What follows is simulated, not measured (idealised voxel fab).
Title: Process Module voxel trench capacitor
It is cross-section cut that appears here, measuring 260 nm in width, its square cells being 5 nm in size.
How to read a cross-section here: the picture is a grid of square cells, written as bands going from the top down, and any band can span one or more rows of cells. Top, bottom (nm), then materials left to right with widths (nm); lone material tagged "full width" fills the whole band edge to edge; "blank" = empty space. Counting heights begins at 0, where everything beneath is, in the wafer as received, one material. The lowest band has no bottom; it goes on downwards, as "0 and below" shows. A width given as "30 to 40" starts at the first number in the band's top row and ends at the second number in its bottom row, shifting by an equal amount at every step from row to row. Given "nothing different" for a step, no cell of the cross-section differs between before and after that step. "Closed cavity list" - sealed voids, min. 8 cells, no opening to top; format: width x height at distance (distance from left edge; nm throughout). Past the settings on a step's line: simulator remark, on that step. A step line may carry the setting "overlay nm", which, for steps involving a mask, states the distance by which the mask lay to the right of its intended position; negative values denote displacement to the left. Read each pair as before and after one process step. The after cross-section shows only down to the lowest band that changed. The step between them and its settings are given below the pair. Pairs can come from different runs of this module on the same starting wafer. A pair continues from the pair above only where its "State before" entry says so.

STATE BEFORE
  45 down to 25  resist (30)  blank (30)  resist (30)  blank (30)  resist (30)  blank (30)  resist (30)  blank (30)  resist (20)
  25 down to 10  aC (30)  blank (30)  aC (30)  blank (30)  aC (30)  blank (30)  aC (30)  blank (30)  aC (20)
  10 down to 0  SiN full width
  0 and below  Si full width
  Closed cavity list: none

POST-STEP CROSS-SECTION
  25 down to 10  aC (30)  blank (30)  aC (30)  blank (30)  aC (30)  blank (30)  aC (30)  blank (30)  aC (20)
  No changes below 10.
  Closed cavity list: none
Step between the pre-process and post-process cross-sections given above: STRIP | etch materials resist

State before: same picture as after in the pair right above, so we don't repeat it.

POST-STEP CROSS-SECTION
  25 down to 10  aC (30)  blank (30)  aC (30)  blank (30)  aC (30)  blank (30)  aC (30)  blank (30)  aC (20)
  10 down to 0  SiN (30)  blank (30)  SiN (30)  blank (30)  SiN (30)  blank (30)  SiN (30)  blank (30)  SiN (20)
  No changes below 0.
  Closed cavity list: none
Step between the pre-process and post-process cross-sections given above: DIRECTIONAL_ETCH | etch materials SiN | depth nm 10

State before: same picture as after in the pair right above, so we don't repeat it.

POST-STEP CROSS-SECTION
  25 down to 10  aC (30)  blank (30)  aC (30)  blank (30)  aC (30)  blank (30)  aC (30)  blank (30)  aC (20)
  10 down to 0  SiN (30)  blank (30)  SiN (30)  blank (30)  SiN (30)  blank (30)  SiN (30)  blank (30)  SiN (20)
  0 down to -40  Si (30)  blank (30)  Si (30)  blank (30)  Si (30)  blank (30)  Si (30)  blank (30)  Si (20)
  No changes below -40.
  Closed cavity list: none
Step between the pre-process and post-process cross-sections given above: DIRECTIONAL_ETCH | etch materials Si | depth nm 40

State before: same picture as after in the pair right above, so we don't repeat it.

POST-STEP CROSS-SECTION
  10 down to 0  SiN (30)  blank (30)  SiN (30)  blank (30)  SiN (30)  blank (30)  SiN (30)  blank (30)  SiN (20)
  No changes below 0.
  Closed cavity list: none
Step between the pre-process and post-process cross-sections given above: STRIP | etch materials aC

State before: same picture as after in the pair right above, so we don't repeat it.

POST-STEP CROSS-SECTION
  15 down to 10  HfO2 (35)  blank (20)  HfO2 (40)  blank (20)  HfO2 (40)  blank (20)  HfO2 (40)  blank (20)  HfO2 (25)
  10 down to 0  SiN (30)  HfO2 (5)  blank (20)  HfO2 (5)  SiN (30)  HfO2 (5)  blank (20)  HfO2 (5)  SiN (30)  HfO2 (5)  blank (20)  HfO2 (5)  SiN (30)  HfO2 (5)  blank (20)  HfO2 (5)  SiN (20)
  0 down to -35  Si (30)  HfO2 (5)  blank (20)  HfO2 (5)  Si (30)  HfO2 (5)  blank (20)  HfO2 (5)  Si (30)  HfO2 (5)  blank (20)  HfO2 (5)  Si (30)  HfO2 (5)  blank (20)  HfO2 (5)  Si (20)
  -35 down to -40  Si (30)  HfO2 (30)  Si (30)  HfO2 (30)  Si (30)  HfO2 (30)  Si (30)  HfO2 (30)  Si (20)
  No changes below -40.
  Closed cavity list: none
Step between the pre-process and post-process cross-sections given above: CONFORMAL_DEP | material HfO2 | thk nm 5

State before: same picture as after in the pair right above, so we don't repeat it.

POST-STEP CROSS-SECTION
  20 down to 15  TiN (40)  blank (10)  TiN (50)  blank (10)  TiN (50)  blank (10)  TiN (50)  blank (10)  TiN (30)
  15 down to 10  HfO2 (35)  TiN (5)  blank (10)  TiN (5)  HfO2 (40)  TiN (5)  blank (10)  TiN (5)  HfO2 (40)  TiN (5)  blank (10)  TiN (5)  HfO2 (40)  TiN (5)  blank (10)  TiN (5)  HfO2 (25)
  10 down to 0  SiN (30)  HfO2 (5)  TiN (5)  blank (10)  TiN (5)  HfO2 (5)  SiN (30)  HfO2 (5)  TiN (5)  blank (10)  TiN (5)  HfO2 (5)  SiN (30)  HfO2 (5)  TiN (5)  blank (10)  TiN (5)  HfO2 (5)  SiN (30)  HfO2 (5)  TiN (5)  blank (10)  TiN (5)  HfO2 (5)  SiN (20)
  0 down to -30  Si (30)  HfO2 (5)  TiN (5)  blank (10)  TiN (5)  HfO2 (5)  Si (30)  HfO2 (5)  TiN (5)  blank (10)  TiN (5)  HfO2 (5)  Si (30)  HfO2 (5)  TiN (5)  blank (10)  TiN (5)  HfO2 (5)  Si (30)  HfO2 (5)  TiN (5)  blank (10)  TiN (5)  HfO2 (5)  Si (20)
  -30 down to -35  Si (30)  HfO2 (5)  TiN (20)  HfO2 (5)  Si (30)  HfO2 (5)  TiN (20)  HfO2 (5)  Si (30)  HfO2 (5)  TiN (20)  HfO2 (5)  Si (30)  HfO2 (5)  TiN (20)  HfO2 (5)  Si (20)
  No changes below -35.
  Closed cavity list: none
Step between the pre-process and post-process cross-sections given above: CONFORMAL_DEP | material TiN | thk nm 5

State before: same picture as after in the pair right above, so we don't repeat it.

POST-STEP CROSS-SECTION
  30 down to 20  W full width
  20 down to 15  TiN (40)  W (10)  TiN (50)  W (10)  TiN (50)  W (10)  TiN (50)  W (10)  TiN (30)
  15 down to 10  HfO2 (35)  TiN (5)  W (10)  TiN (5)  HfO2 (40)  TiN (5)  W (10)  TiN (5)  HfO2 (40)  TiN (5)  W (10)  TiN (5)  HfO2 (40)  TiN (5)  W (10)  TiN (5)  HfO2 (25)
  10 down to 0  SiN (30)  HfO2 (5)  TiN (5)  W (10)  TiN (5)  HfO2 (5)  SiN (30)  HfO2 (5)  TiN (5)  W (10)  TiN (5)  HfO2 (5)  SiN (30)  HfO2 (5)  TiN (5)  W (10)  TiN (5)  HfO2 (5)  SiN (30)  HfO2 (5)  TiN (5)  W (10)  TiN (5)  HfO2 (5)  SiN (20)
  0 down to -30  Si (30)  HfO2 (5)  TiN (5)  W (10)  TiN (5)  HfO2 (5)  Si (30)  HfO2 (5)  TiN (5)  W (10)  TiN (5)  HfO2 (5)  Si (30)  HfO2 (5)  TiN (5)  W (10)  TiN (5)  HfO2 (5)  Si (30)  HfO2 (5)  TiN (5)  W (10)  TiN (5)  HfO2 (5)  Si (20)
  No changes below -30.
  Closed cavity list: none
Step between the pre-process and post-process cross-sections given above: FILL_DEP | material W | thk nm 10

State before: same picture as after in the pair right above, so we don't repeat it.

POST-STEP CROSS-SECTION
  10 down to 0  SiN (30)  HfO2 (5)  TiN (5)  W (10)  TiN (5)  HfO2 (5)  SiN (30)  HfO2 (5)  TiN (5)  W (10)  TiN (5)  HfO2 (5)  SiN (30)  HfO2 (5)  TiN (5)  W (10)  TiN (5)  HfO2 (5)  SiN (30)  HfO2 (5)  TiN (5)  W (10)  TiN (5)  HfO2 (5)  SiN (20)
  No changes below 0.
  Closed cavity list: none
Step between the pre-process and post-process cross-sections given above: CMP | height nm 10

STATE BEFORE
  20 down to 15  TiN (35)  blank (10)  TiN (50)  blank (10)  TiN (50)  blank (10)  TiN (50)  blank (10)  TiN (35)
  15 down to 10  HfO2 (30)  TiN (5)  blank (10)  TiN (5)  HfO2 (40)  TiN (5)  blank (10)  TiN (5)  HfO2 (40)  TiN (5)  blank (10)  TiN (5)  HfO2 (40)  TiN (5)  blank (10)  TiN (5)  HfO2 (30)
  10 down to 0  SiN (25)  HfO2 (5)  TiN (5)  blank (10)  TiN (5)  HfO2 (5)  SiN (30)  HfO2 (5)  TiN (5)  blank (10)  TiN (5)  HfO2 (5)  SiN (30)  HfO2 (5)  TiN (5)  blank (10)  TiN (5)  HfO2 (5)  SiN (30)  HfO2 (5)  TiN (5)  blank (10)  TiN (5)  HfO2 (5)  SiN (25)
  0 down to -30  Si (25)  HfO2 (5)  TiN (5)  blank (10)  TiN (5)  HfO2 (5)  Si (30)  HfO2 (5)  TiN (5)  blank (10)  TiN (5)  HfO2 (5)  Si (30)  HfO2 (5)  TiN (5)  blank (10)  TiN (5)  HfO2 (5)  Si (30)  HfO2 (5)  TiN (5)  blank (10)  TiN (5)  HfO2 (5)  Si (25)
  -30 down to -35  Si (25)  HfO2 (5)  TiN (20)  HfO2 (5)  Si (30)  HfO2 (5)  TiN (20)  HfO2 (5)  Si (30)  HfO2 (5)  TiN (20)  HfO2 (5)  Si (30)  HfO2 (5)  TiN (20)  HfO2 (5)  Si (25)
  -35 down to -40  Si (25)  HfO2 (30)  Si (30)  HfO2 (30)  Si (30)  HfO2 (30)  Si (30)  HfO2 (30)  Si (25)
  -40 and below  Si full width
  Closed cavity list: none

POST-STEP CROSS-SECTION
  30 down to 20  SiN full width
  20 down to 15  TiN (35)  SiN (10)  TiN (50)  SiN (10)  TiN (50)  SiN (10)  TiN (50)  SiN (10)  TiN (35)
  15 down to 10  HfO2 (30)  TiN (5)  SiN (10)  TiN (5)  HfO2 (40)  TiN (5)  SiN (10)  TiN (5)  HfO2 (40)  TiN (5)  SiN (10)  TiN (5)  HfO2 (40)  TiN (5)  SiN (10)  TiN (5)  HfO2 (30)
  10 down to 0  SiN (25)  HfO2 (5)  TiN (5)  SiN (10)  TiN (5)  HfO2 (5)  SiN (30)  HfO2 (5)  TiN (5)  SiN (10)  TiN (5)  HfO2 (5)  SiN (30)  HfO2 (5)  TiN (5)  SiN (10)  TiN (5)  HfO2 (5)  SiN (30)  HfO2 (5)  TiN (5)  SiN (10)  TiN (5)  HfO2 (5)  SiN (25)
  0 down to -30  Si (25)  HfO2 (5)  TiN (5)  SiN (10)  TiN (5)  HfO2 (5)  Si (30)  HfO2 (5)  TiN (5)  SiN (10)  TiN (5)  HfO2 (5)  Si (30)  HfO2 (5)  TiN (5)  SiN (10)  TiN (5)  HfO2 (5)  Si (30)  HfO2 (5)  TiN (5)  SiN (10)  TiN (5)  HfO2 (5)  Si (25)
  No changes below -30.
  Closed cavity list: none
Step between the pre-process and post-process cross-sections given above: FILL_DEP | material SiN | thk nm 10

State before: same picture as after in the pair right above, so we don't repeat it.

POST-STEP CROSS-SECTION
  10 down to 0  SiN (25)  HfO2 (5)  TiN (5)  SiN (10)  TiN (5)  HfO2 (5)  SiN (30)  HfO2 (5)  TiN (5)  SiN (10)  TiN (5)  HfO2 (5)  SiN (30)  HfO2 (5)  TiN (5)  SiN (10)  TiN (5)  HfO2 (5)  SiN (30)  HfO2 (5)  TiN (5)  SiN (10)  TiN (5)  HfO2 (5)  SiN (25)
  No changes below 0.
  Closed cavity list: none
Step between the pre-process and post-process cross-sections given above: CMP | height nm 10

STATE BEFORE
  25 down to 10  aC full width
  10 down to 0  SiN full width
  0 and below  Si full width
  Closed cavity list: none

POST-STEP CROSS-SECTION
  60 down to 25  blank (25)  resist (30)  blank (30)  resist (30)  blank (30)  resist (30)  blank (30)  resist (30)  blank (25)
  No changes below 25.
  Closed cavity list: none
Step between the pre-process and post-process cross-sections given above: PATTERN | tone cover | mask id TRENCH | material resist | width nm 30 | pitch nm 60 | thk nm 35 | overlay nm 0

State before: same picture as after in the pair right above, so we don't repeat it.

POST-STEP CROSS-SECTION
  45 down to 25  blank (25)  resist (30)  blank (30)  resist (30)  blank (30)  resist (30)  blank (30)  resist (30)  blank (25)
  25 down to 10  blank (25)  aC (30)  blank (30)  aC (30)  blank (30)  aC (30)  blank (30)  aC (30)  blank (25)
  No changes below 10.
  Closed cavity list: none
Step between the pre-process and post-process cross-sections given above: DIRECTIONAL_ETCH | etch materials aC | depth nm 15

State before: same picture as after in the pair right above, so we don't repeat it.

POST-STEP CROSS-SECTION
  25 down to 10  blank (25)  aC (30)  blank (30)  aC (30)  blank (30)  aC (30)  blank (30)  aC (30)  blank (25)
  No changes below 10.
  Closed cavity list: none
Step between the pre-process and post-process cross-sections given above: STRIP | etch materials resist

State before: same picture as after in the pair right above, so we don't repeat it.

POST-STEP CROSS-SECTION
  25 down to 10  blank (25)  aC (30)  blank (30)  aC (30)  blank (30)  aC (30)  blank (30)  aC (30)  blank (25)
  10 down to 0  blank (25)  SiN (30)  blank (30)  SiN (30)  blank (30)  SiN (30)  blank (30)  SiN (30)  blank (25)
  No changes below 0.
  Closed cavity list: none
Step between the pre-process and post-process cross-sections given above: DIRECTIONAL_ETCH | etch materials SiN | depth nm 10

State before: same picture as after in the pair right above, so we don't repeat it.

POST-STEP CROSS-SECTION
  25 down to 10  blank (25)  aC (30)  blank (30)  aC (30)  blank (30)  aC (30)  blank (30)  aC (30)  blank (25)
  10 down to 0  blank (25)  SiN (30)  blank (30)  SiN (30)  blank (30)  SiN (30)  blank (30)  SiN (30)  blank (25)
  0 down to -40  blank (25)  Si (30)  blank (30)  Si (30)  blank (30)  Si (30)  blank (30)  Si (30)  blank (25)
  No changes below -40.
  Closed cavity list: none
Step between the pre-process and post-process cross-sections given above: DIRECTIONAL_ETCH | etch materials Si | depth nm 40

State before: same picture as after in the pair right above, so we don't repeat it.

POST-STEP CROSS-SECTION
  10 down to 0  blank (25)  SiN (30)  blank (30)  SiN (30)  blank (30)  SiN (30)  blank (30)  SiN (30)  blank (25)
  No changes below 0.
  Closed cavity list: none
Step between the pre-process and post-process cross-sections given above: STRIP | etch materials aC

State before: same picture as after in the pair right above, so we don't repeat it.

POST-STEP CROSS-SECTION
  15 down to 10  blank (20)  HfO2 (40)  blank (20)  HfO2 (40)  blank (20)  HfO2 (40)  blank (20)  HfO2 (40)  blank (20)
  10 down to 0  blank (20)  HfO2 (5)  SiN (30)  HfO2 (5)  blank (20)  HfO2 (5)  SiN (30)  HfO2 (5)  blank (20)  HfO2 (5)  SiN (30)  HfO2 (5)  blank (20)  HfO2 (5)  SiN (30)  HfO2 (5)  blank (20)
  0 down to -35  blank (20)  HfO2 (5)  Si (30)  HfO2 (5)  blank (20)  HfO2 (5)  Si (30)  HfO2 (5)  blank (20)  HfO2 (5)  Si (30)  HfO2 (5)  blank (20)  HfO2 (5)  Si (30)  HfO2 (5)  blank (20)
  -35 down to -40  HfO2 (25)  Si (30)  HfO2 (30)  Si (30)  HfO2 (30)  Si (30)  HfO2 (30)  Si (30)  HfO2 (25)
  No changes below -40.
  Closed cavity list: none
Step between the pre-process and post-process cross-sections given above: CONFORMAL_DEP | material HfO2 | thk nm 5

State before: same picture as after in the pair right above, so we don't repeat it.

POST-STEP CROSS-SECTION
  20 down to 15  blank (15)  TiN (50)  blank (10)  TiN (50)  blank (10)  TiN (50)  blank (10)  TiN (50)  blank (15)
  15 down to 10  blank (15)  TiN (5)  HfO2 (40)  TiN (5)  blank (10)  TiN (5)  HfO2 (40)  TiN (5)  blank (10)  TiN (5)  HfO2 (40)  TiN (5)  blank (10)  TiN (5)  HfO2 (40)  TiN (5)  blank (15)
  10 down to 0  blank (15)  TiN (5)  HfO2 (5)  SiN (30)  HfO2 (5)  TiN (5)  blank (10)  TiN (5)  HfO2 (5)  SiN (30)  HfO2 (5)  TiN (5)  blank (10)  TiN (5)  HfO2 (5)  SiN (30)  HfO2 (5)  TiN (5)  blank (10)  TiN (5)  HfO2 (5)  SiN (30)  HfO2 (5)  TiN (5)  blank (15)
  0 down to -30  blank (15)  TiN (5)  HfO2 (5)  Si (30)  HfO2 (5)  TiN (5)  blank (10)  TiN (5)  HfO2 (5)  Si (30)  HfO2 (5)  TiN (5)  blank (10)  TiN (5)  HfO2 (5)  Si (30)  HfO2 (5)  TiN (5)  blank (10)  TiN (5)  HfO2 (5)  Si (30)  HfO2 (5)  TiN (5)  blank (15)
  -30 down to -35  TiN (20)  HfO2 (5)  Si (30)  HfO2 (5)  TiN (20)  HfO2 (5)  Si (30)  HfO2 (5)  TiN (20)  HfO2 (5)  Si (30)  HfO2 (5)  TiN (20)  HfO2 (5)  Si (30)  HfO2 (5)  TiN (20)
  No changes below -35.
  Closed cavity list: none
Step between the pre-process and post-process cross-sections given above: CONFORMAL_DEP | material TiN | thk nm 5

State before: same picture as after in the pair right above, so we don't repeat it.

POST-STEP CROSS-SECTION
  30 down to 20  W full width
  20 down to 15  W (15)  TiN (50)  W (10)  TiN (50)  W (10)  TiN (50)  W (10)  TiN (50)  W (15)
  15 down to 10  W (15)  TiN (5)  HfO2 (40)  TiN (5)  W (10)  TiN (5)  HfO2 (40)  TiN (5)  W (10)  TiN (5)  HfO2 (40)  TiN (5)  W (10)  TiN (5)  HfO2 (40)  TiN (5)  W (15)
  10 down to 0  W (15)  TiN (5)  HfO2 (5)  SiN (30)  HfO2 (5)  TiN (5)  W (10)  TiN (5)  HfO2 (5)  SiN (30)  HfO2 (5)  TiN (5)  W (10)  TiN (5)  HfO2 (5)  SiN (30)  HfO2 (5)  TiN (5)  W (10)  TiN (5)  HfO2 (5)  SiN (30)  HfO2 (5)  TiN (5)  W (15)
  0 down to -30  W (15)  TiN (5)  HfO2 (5)  Si (30)  HfO2 (5)  TiN (5)  W (10)  TiN (5)  HfO2 (5)  Si (30)  HfO2 (5)  TiN (5)  W (10)  TiN (5)  HfO2 (5)  Si (30)  HfO2 (5)  TiN (5)  W (10)  TiN (5)  HfO2 (5)  Si (30)  HfO2 (5)  TiN (5)  W (15)
  No changes below -30.
  Closed cavity list: none
Step between the pre-process and post-process cross-sections given above: FILL_DEP | material W | thk nm 10

State before: same picture as after in the pair right above, so we don't repeat it.

POST-STEP CROSS-SECTION
  10 down to 0  W (15)  TiN (5)  HfO2 (5)  SiN (30)  HfO2 (5)  TiN (5)  W (10)  TiN (5)  HfO2 (5)  SiN (30)  HfO2 (5)  TiN (5)  W (10)  TiN (5)  HfO2 (5)  SiN (30)  HfO2 (5)  TiN (5)  W (10)  TiN (5)  HfO2 (5)  SiN (30)  HfO2 (5)  TiN (5)  W (15)
  No changes below 0.
  Closed cavity list: none
Step between the pre-process and post-process cross-sections given above: CMP | height nm 10
